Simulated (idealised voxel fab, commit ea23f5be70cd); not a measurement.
This is a process module. Its name is voxel transistor to metal.
The cross-section shown here is cut; it is 160 nm wide and divided into square cells measuring 5 nm on a side.
If you're reading a cross-section in this doc, picture square cells in a grid; it comes to you as bands, top ones listed first down to the bottom, and a band can be one or more rows of cells.
A band entry consists of two parts. The first gives the height of the band's top and the height of its bottom, in nm. The rest lists the band's materials from left to right, each with its width in nm. A single material labelled with the word "everywhere" fills the band from edge to edge, and the word "blank" marks empty space.
Zero point of the height axis is 0; under it, received wafer = one material. Lowest band: continues down indefinitely, "top 0, no bottom".
The expression "30->40" gives the width at the extremes of the band, the first number at its top row of cells and the second at its bottom row, with the width changing by equal amounts from each row to the next in between.
No cell of the cross-section changed in a step that is given as "stayed the same".
Basically, "Closed void register" tells you about the enclosed voids: empty spaces with no open way to the top, 8 cells or bigger, each written width x height at distance, where distance is from the left edge, all in nm.
Anything after a step's settings on that line? It's the simulator's own note about the step.
The line of a step may include "overlay nm". On a step with a mask, this value is how far to the right of its planned place the mask lay. A negative value means the mask lay to the left.
# Steps in the process plan
1 RECEIVE with material Si
2 CONFORMAL_DEP with material SiO2, thk nm 5
3 CONFORMAL_DEP with material SiN, thk nm 10
4 MASKED_ETCH with tone cover, mask id ACTIVE, width nm 115, etch materials SiN, depth nm 10, overlay nm 0
5 MASKED_ETCH with tone cover, mask id ACTIVE, width nm 115, etch materials SiO2, depth nm 5, overlay nm 0
6 MASKED_ETCH with tone cover, mask id ACTIVE, width nm 115, etch materials Si, depth nm 30, overlay nm 0
7 OXIDIZE with depth nm 5
8 FILL_DEP with material SiO2, thk nm 15
9 CMP with height nm 15
10 SELECTIVE_ETCH with etch materials SiO2, depth nm 10
11 STRIP with etch materials SiN
12 SELECTIVE_ETCH with etch materials SiO2, depth nm 5
13 OXIDIZE with depth nm 5
14 DIRECTIONAL_DEP with material polySi, thk nm 25
15 DIRECTIONAL_DEP with material SiCN, thk nm 10
16 PATTERN with tone cover, mask id GATE, material resist, width nm 25, thk nm 20, overlay nm 0
17 DIRECTIONAL_ETCH with etch materials SiCN, depth nm 20
18 DIRECTIONAL_ETCH with etch materials polySi, depth nm 35
19 STRIP with etch materials resist
20 CONFORMAL_DEP with material SiO2, thk nm 5
21 DIRECTIONAL_ETCH with etch materials SiO2, depth nm 5
22 CONFORMAL_DEP with material SiN, thk nm 5
23 DIRECTIONAL_ETCH with etch materials SiN, depth nm 5
24 DIRECTIONAL_ETCH with etch materials SiO2, depth nm 5
25 EPI with material pSi, thk nm 5
26 FILL_DEP with material SiO2, thk nm 10
27 CMP with height nm 35
28 DIRECTIONAL_DEP with material SiO2, thk nm 10
29 MASKED_ETCH with tone open, mask id CONTACT, width nm 35, pitch nm 70, etch materials SiO2, depth nm 45, overlay nm 0
30 CONFORMAL_DEP with material TiN, thk nm 5
31 FILL_DEP with material Ru, thk nm 10
32 CMP with height nm 45
33 CONFORMAL_DEP with material SiN, thk nm 5
34 DIRECTIONAL_DEP with material lowk, thk nm 20
35 PATTERN with tone open, mask id METAL_1, material resist, width nm 20, pitch nm 85, thk nm 20, overlay nm 0
36 DIRECTIONAL_ETCH with etch materials lowk, depth nm 20
37 DIRECTIONAL_ETCH with etch materials SiN, depth nm 5
38 STRIP with etch materials resist
39 CONFORMAL_DEP with material TiN, thk nm 5
40 FILL_DEP with material W, thk nm 5
41 CMP with height nm 70
42 EPI with material Ru, thk nm 5
43 FILL_DEP with material SiCN, thk nm 5
# This is the cross-section of the wafer as we received it, i.e. after step 1
    top 0, no bottom | Si everywhere
    Closed void register: none
# End-of-module cross-section of the first of two wafers, processed as planned
    top 80, bottom 75 | SiCN everywhere
    top 75, bottom 70 | 20 of SiCN, 30 of Ru, 55 of SiCN, 30 of Ru, 25 of SiCN
    top 70, bottom 50 | 25 of lowk, 5 of TiN, 10 of W, 5 of TiN, 65 of lowk, 5 of TiN, 10 of W, 5 of TiN, 30 of lowk
    top 50, bottom 45 | 25 of SiN, 20 of TiN, 65 of SiN, 20 of TiN, 30 of SiN
    top 45, bottom 35 | 25 of SiO2, 5 of TiN, 25->20 of Ru, 5->10 of TiN, 35 of SiO2, 5->10 of TiN, 25->20 of Ru, 5 of TiN, 30 of SiO2
    top 35, bottom 25 | 25 of SiO2, 5 of TiN, 20 of Ru, 5 of TiN, 5 of SiN, 5 of SiO2, 25 of SiCN, 5 of SiO2, 5 of SiN, 5 of TiN, 20 of Ru, 5 of TiN, 30 of SiO2
    top 25, bottom 5 | 25 of SiO2, 5 of TiN, 20 of Ru, 5 of TiN, 5 of SiN, 5 of SiO2, 25 of polySi, 5 of SiO2, 5 of SiN, 5 of TiN, 20 of Ru, 5 of TiN, 30 of SiO2
    top 5, bottom 0 | 25 of SiO2, 30 of TiN, 5 of SiN, 5 of SiO2, 25 of polySi, 5 of SiO2, 5 of SiN, 30 of TiN, 30 of SiO2
    top 0, bottom -5 | 20 of SiO2, 35 of pSi, 45 of SiO2, 35 of pSi, 25 of SiO2
    top -5, bottom -35 | 25 of SiO2, 105 of Si, 30 of SiO2
    top -35, no bottom | Si everywhere
    Closed void register: none
# The second wafer, shown in cross-section after the module: started the same way as the first and given the same plan, yet one mistake crept into how it was run
    top 80, bottom 75 | SiCN everywhere
    top 75, bottom 70 | 20 of SiCN, 30 of Ru, 55 of SiCN, 30 of Ru, 25 of SiCN
    top 70, bottom 50 | 25 of lowk, 5 of TiN, 10 of W, 5 of TiN, 65 of lowk, 5 of TiN, 10 of W, 5 of TiN, 30 of lowk
    top 50, bottom 45 | 25 of SiN, 20 of TiN, 65 of SiN, 20 of TiN, 30 of SiN
    top 45, bottom 35 | 25 of SiO2, 5 of polySi, 25->20 of Ru, 5->10 of polySi, 35 of SiO2, 5->10 of polySi, 25->20 of Ru, 5 of polySi, 30 of SiO2
    top 35, bottom 25 | 25 of SiO2, 5 of polySi, 20 of Ru, 5 of polySi, 5 of SiN, 5 of SiO2, 25 of SiCN, 5 of SiO2, 5 of SiN, 5 of polySi, 20 of Ru, 5 of polySi, 30 of SiO2
    top 25, bottom 5 | 25 of SiO2, 5 of polySi, 20 of Ru, 5 of polySi, 5 of SiN, 5 of SiO2, 25 of polySi, 5 of SiO2, 5 of SiN, 5 of polySi, 20 of Ru, 5 of polySi, 30 of SiO2
    top 5, bottom 0 | 25 of SiO2, 30 of polySi, 5 of SiN, 5 of SiO2, 25 of polySi, 5 of SiO2, 5 of SiN, 30 of polySi, 30 of SiO2
    top 0, bottom -5 | 20 of SiO2, 35 of pSi, 45 of SiO2, 35 of pSi, 25 of SiO2
    top -5, bottom -35 | 25 of SiO2, 105 of Si, 30 of SiO2
    top -35, no bottom | Si everywhere
    Closed void register: none
In executing the process, a mistake was made relative to the plan: not per plan at step 30, really ran CONFORMAL_DEP with material polySi, thk nm 5
The second wafer ends with more or fewer cells of some materials than the first, per final count: TiN: 46 fewer, polySi: 46 more
